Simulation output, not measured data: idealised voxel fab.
This section sets out a process module, namely voxel self aligned vias.
Pictured: cross-section cut, 300 nm wide, on a grid of 5 nm square cells.
This document writes a cross-section as a grid whose cells are square, and gives it as bands, listed from the top down; one or more rows of cells form a band. In this notation a band is specified by the heights of its top and bottom, in that order and in nm, after which its materials appear from left to right, each paired with its width in nm. The word "throughout" attached to a single material means that material fills the band from edge to edge; the word "empty" stands for empty space. All heights in this document are referenced to 0, defined as the level beneath which the wafer, as received, consists entirely of one material. The lowest band is not bounded below; it extends indefinitely downward and is written in the form "top 0, no bottom". A width given as "30->40" starts at the first number in the band's top row and ends at the second number in its bottom row, shifting by an equal amount at every step from row to row. "no change occurred" means the step left every cell of the cross-section as it was. If an empty space has no open way to the top and is at least 8 cells in size, "Trapped voids" lists it, written width x height at distance, where distance is measured from the left edge and every value is in nm. Text after the settings on a step's line: the simulator's own remark on that step. overlay nm: step with mask; distance mask lay right of planned place; negative value = left of planned place.

## Planned process steps
1. RECEIVE | material Si
2. CONFORMAL_DEP | material SiO2 | thk nm 10
3. CONFORMAL_DEP | material SiCN | thk nm 5
4. DIRECTIONAL_DEP | material lowk | thk nm 25
5. PATTERN | tone open | mask id LINES | material resist | width nm 25 | pitch nm 50 | thk nm 20 | overlay nm 0
6. DIRECTIONAL_ETCH | etch materials lowk | depth nm 25
7. STRIP | etch materials resist
8. CONFORMAL_DEP | material TiN | thk nm 5
9. FILL_DEP | material W | thk nm 5
10. CMP | height nm 40
11. SELECTIVE_ETCH | etch materials W Ru TiN | depth nm 5
12. FILL_DEP | material SiN | thk nm 10
13. CMP | height nm 40
14. DIRECTIONAL_DEP | material lowk | thk nm 15
15. MASKED_ETCH | tone open | mask id VIAS | width nm 35 | pitch nm 50 | etch materials lowk | depth nm 15 | overlay nm 0
16. MASKED_ETCH | tone open | mask id VIAS | width nm 35 | pitch nm 50 | etch materials SiN | depth nm 5 | overlay nm 0
17. CONFORMAL_DEP | material TiN | thk nm 5
18. FILL_DEP | material Cu | thk nm 10
19. CMP | height nm 55
20. CONFORMAL_DEP | material SiN | thk nm 5

## Cross-section of the wafer as it came to us, i.e., already through step 1
> top 0, no bottom | Si throughout
> Trapped voids: none

## The first of two wafers, cross-sectioned at the end of the module, with the run proceeding as planned
> top 60, bottom 55 | SiN throughout
> top 55, bottom 45 | 105 lowk / 5 TiN / 25 Cu / 5 TiN / 15 lowk / 5 TiN / 25 Cu / 5 TiN / 110 lowk
> top 45, bottom 40 | 105 lowk / 10 TiN / 15 Cu / 10 TiN / 15 lowk / 10 TiN / 15 Cu / 10 TiN / 110 lowk
> top 40, bottom 35 | 110 lowk / 25 TiN / 25 lowk / 25 TiN / 115 lowk
> top 35, bottom 20 | 110 lowk / 5 TiN / 15 W / 5 TiN / 25 lowk / 5 TiN / 15 W / 5 TiN / 115 lowk
> top 20, bottom 15 | 110 lowk / 25 TiN / 25 lowk / 25 TiN / 115 lowk
> top 15, bottom 10 | SiCN throughout
> top 10, bottom 0 | SiO2 throughout
> top 0, no bottom | Si throughout
> Trapped voids: none

## This is the second of the two wafers, cross-sectioned at the end of the module; it started exactly like the first and was given the same plan, but it was run with one mistake
> top 60, bottom 55 | SiN throughout
> top 55, bottom 45 | 105 lowk / 5 TiN / 25 Cu / 5 TiN / 15 lowk / 5 TiN / 25 Cu / 5 TiN / 110 lowk
> top 45, bottom 40 | 105 lowk / 5 TiN / 10 Cu / 20 TiN / 15 lowk / 5 TiN / 10 Cu / 20 TiN / 110 lowk
> top 40, bottom 35 | 100 lowk / 5 SiN / 20 TiN / 25 lowk / 5 SiN / 20 TiN / 125 lowk
> top 35, bottom 20 | 100 lowk / 5 TiN / 15 W / 5 TiN / 25 lowk / 5 TiN / 15 W / 5 TiN / 125 lowk
> top 20, bottom 15 | 100 lowk / 25 TiN / 25 lowk / 25 TiN / 125 lowk
> top 15, bottom 10 | SiCN throughout
> top 10, bottom 0 | SiO2 throughout
> top 0, no bottom | Si throughout
> Trapped voids: none
Want to know what went wrong? not per plan at step 5, really ran PATTERN | tone open | mask id LINES | material resist | width nm 25 | pitch nm 50 | thk nm 20 | overlay nm -10
It is noted that, at the conclusion of processing, the second wafer exhibits a higher or lower cell count for certain materials relative to the first: Cu: 2 fewer, SiN: 2 more
